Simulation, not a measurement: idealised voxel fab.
Process module in this document: voxel spacer lines
Displayed cross-section: cut, width of 175 nm, square cells sized 5 nm.
A cross-section is written here as square cells arranged in a grid, and it is given in bands from the top down, each band taking up one or more rows of cells.
What a band's entry tells you: where the top is and where the bottom is, as heights in nm, and after that what lies inside, material by material from left to right, each with its width in nm. Empty space is written as the word "blank", and a single material marked with the word "all across" occupies the band from edge to edge.
Note: height 0 marks the level under which the wafer is uniformly one material as received. Lowest band unbounded below, written "0..down".
The expression "30 to 40" gives the width at the extremes of the band, the first number at its top row of cells and the second at its bottom row, with the width changing by equal amounts from each row to the next in between.
"same as before" after a step means that no cell of the cross-section changed.
"Trapped cavities" specifies each empty space that is not open to the top and that occupies no fewer than 8 cells, using the form width x height at distance, the distance measured from the left edge and all three quantities in nm.
Heads up: the bit after the settings on a step's line is the simulator's remark on that step.
On any step carrying a mask, the "overlay nm" setting, if present on the step's line, tells how far right of its planned place the mask lay; negative values point to the left.

Plan:
step 1: RECEIVE with material Si
step 2: CONFORMAL_DEP with material Al2O3, thk nm 10
step 3: DIRECTIONAL_DEP with material TiN, thk nm 10
step 4: DIRECTIONAL_DEP with material aC, thk nm 30
step 5: PATTERN with tone cover, mask id MANDREL, material resist, width nm 20, pitch nm 60, thk nm 40, overlay nm 0
step 6: DIRECTIONAL_ETCH with etch materials aC, depth nm 30
step 7: STRIP with etch materials resist
step 8: CONFORMAL_DEP with material SiN, thk nm 10
step 9: DIRECTIONAL_ETCH with etch materials SiN, depth nm 10
step 10: STRIP with etch materials aC
step 11: DIRECTIONAL_ETCH with etch materials TiN, depth nm 10
step 12: STRIP with etch materials SiN

Below: the first of two wafers, run as planned:

Cross-sectional view of the wafer in its as-received condition, corresponding to the state after step 1:
	0..down | Si all across
	Trapped cavities: none

How the wafer stands in section after step 2:
	10..0 | Al2O3 all across
	For the remainder of the cross-section, below 0, there is no change.

How the wafer stands in section after step 3:
	20..10 | TiN all across
	For the remainder of the cross-section, below 10, there is no change.

How the wafer stands in section after step 4:
	50..20 | aC all across
	For the remainder of the cross-section, below 20, there is no change.

How the wafer stands in section after step 5:
	90..50 | 45 of blank | 20 of resist | 40 of blank | 20 of resist | 50 of blank
	For the remainder of the cross-section, below 50, there is no change.

How the wafer stands in section after step 6:
	60..50 | 45 of blank | 20 of resist | 40 of blank | 20 of resist | 50 of blank
	50..20 | 45 of blank | 20 of aC | 40 of blank | 20 of aC | 50 of blank
	For the remainder of the cross-section, below 20, there is no change.

How the wafer stands in section after step 7:
	50..20 | 45 of blank | 20 of aC | 40 of blank | 20 of aC | 50 of blank
	For the remainder of the cross-section, below 20, there is no change.

How the wafer stands in section after step 8:
	60..50 | 35 of blank | 40 of SiN | 20 of blank | 40 of SiN | 40 of blank
	50..30 | 35 of blank | 10 of SiN | 20 of aC | 10 of SiN | 20 of blank | 10 of SiN | 20 of aC | 10 of SiN | 40 of blank
	30..20 | 45 of SiN | 20 of aC | 40 of SiN | 20 of aC | 50 of SiN
	For the remainder of the cross-section, below 20, there is no change.

How the wafer stands in section after step 9:
	50..20 | 35 of blank | 10 of SiN | 20 of aC | 10 of SiN | 20 of blank | 10 of SiN | 20 of aC | 10 of SiN | 40 of blank
	For the remainder of the cross-section, below 20, there is no change.

How the wafer stands in section after step 10:
	50..20 | 35 of blank | 10 of SiN | 20 of blank | 10 of SiN | 20 of blank | 10 of SiN | 20 of blank | 10 of SiN | 40 of blank
	For the remainder of the cross-section, below 20, there is no change.

How the wafer stands in section after step 11:
	50..20 | 35 of blank | 10 of SiN | 20 of blank | 10 of SiN | 20 of blank | 10 of SiN | 20 of blank | 10 of SiN | 40 of blank
	20..10 | 35 of blank | 10 of TiN | 20 of blank | 10 of TiN | 20 of blank | 10 of TiN | 20 of blank | 10 of TiN | 40 of blank
	For the remainder of the cross-section, below 10, there is no change.

How the wafer stands in section after step 12:
	20..10 | 35 of blank | 10 of TiN | 20 of blank | 10 of TiN | 20 of blank | 10 of TiN | 20 of blank | 10 of TiN | 40 of blank
	For the remainder of the cross-section, below 10, there is no change.

The second wafer was prepared from the same starting point and under the same plan as the first; its processing contained one mistake, and it remains indistinguishable from the first wafer up to and including step 2:

Second wafer, cut view, end of step 3 per plan:
	15..10 | TiN all across
	For the remainder of the cross-section, below 10, there is no change.

Second wafer, cut view, end of step 4 per plan:
	45..15 | aC all across
	For the remainder of the cross-section, below 15, there is no change.

Second wafer, cut view, end of step 5 per plan:
	85..45 | 45 of blank | 20 of resist | 40 of blank | 20 of resist | 50 of blank
	For the remainder of the cross-section, below 45, there is no change.

Second wafer, cut view, end of step 6 per plan:
	55..45 | 45 of blank | 20 of resist | 40 of blank | 20 of resist | 50 of blank
	45..15 | 45 of blank | 20 of aC | 40 of blank | 20 of aC | 50 of blank
	For the remainder of the cross-section, below 15, there is no change.

Second wafer, cut view, end of step 7 per plan:
	45..15 | 45 of blank | 20 of aC | 40 of blank | 20 of aC | 50 of blank
	For the remainder of the cross-section, below 15, there is no change.

Second wafer, cut view, end of step 8 per plan:
	55..45 | 35 of blank | 40 of SiN | 20 of blank | 40 of SiN | 40 of blank
	45..25 | 35 of blank | 10 of SiN | 20 of aC | 10 of SiN | 20 of blank | 10 of SiN | 20 of aC | 10 of SiN | 40 of blank
	25..15 | 45 of SiN | 20 of aC | 40 of SiN | 20 of aC | 50 of SiN
	For the remainder of the cross-section, below 15, there is no change.

Second wafer, cut view, end of step 9 per plan:
	45..15 | 35 of blank | 10 of SiN | 20 of aC | 10 of SiN | 20 of blank | 10 of SiN | 20 of aC | 10 of SiN | 40 of blank
	For the remainder of the cross-section, below 15, there is no change.

Second wafer, cut view, end of step 10 per plan:
	45..15 | 35 of blank | 10 of SiN | 20 of blank | 10 of SiN | 20 of blank | 10 of SiN | 20 of blank | 10 of SiN | 40 of blank
	For the remainder of the cross-section, below 15, there is no change.

Second wafer, cut view, end of step 11 per plan:
	45..15 | 35 of blank | 10 of SiN | 20 of blank | 10 of SiN | 20 of blank | 10 of SiN | 20 of blank | 10 of SiN | 40 of blank
	15..10 | 35 of blank | 10 of TiN | 20 of blank | 10 of TiN | 20 of blank | 10 of TiN | 20 of blank | 10 of TiN | 40 of blank
	For the remainder of the cross-section, below 10, there is no change.

Second wafer, cut view, end of step 12 per plan:
	15..10 | 35 of blank | 10 of TiN | 20 of blank | 10 of TiN | 20 of blank | 10 of TiN | 20 of blank | 10 of TiN | 40 of blank
	For the remainder of the cross-section, below 10, there is no change.
What was done differently from what was planned? heads up, step 3 didn't go per plan, it actually ran as DIRECTIONAL_DEP with material TiN, thk nm 5
Final difference in cells, second wafer against first, listed per material as more or fewer: 8 fewer of TiN
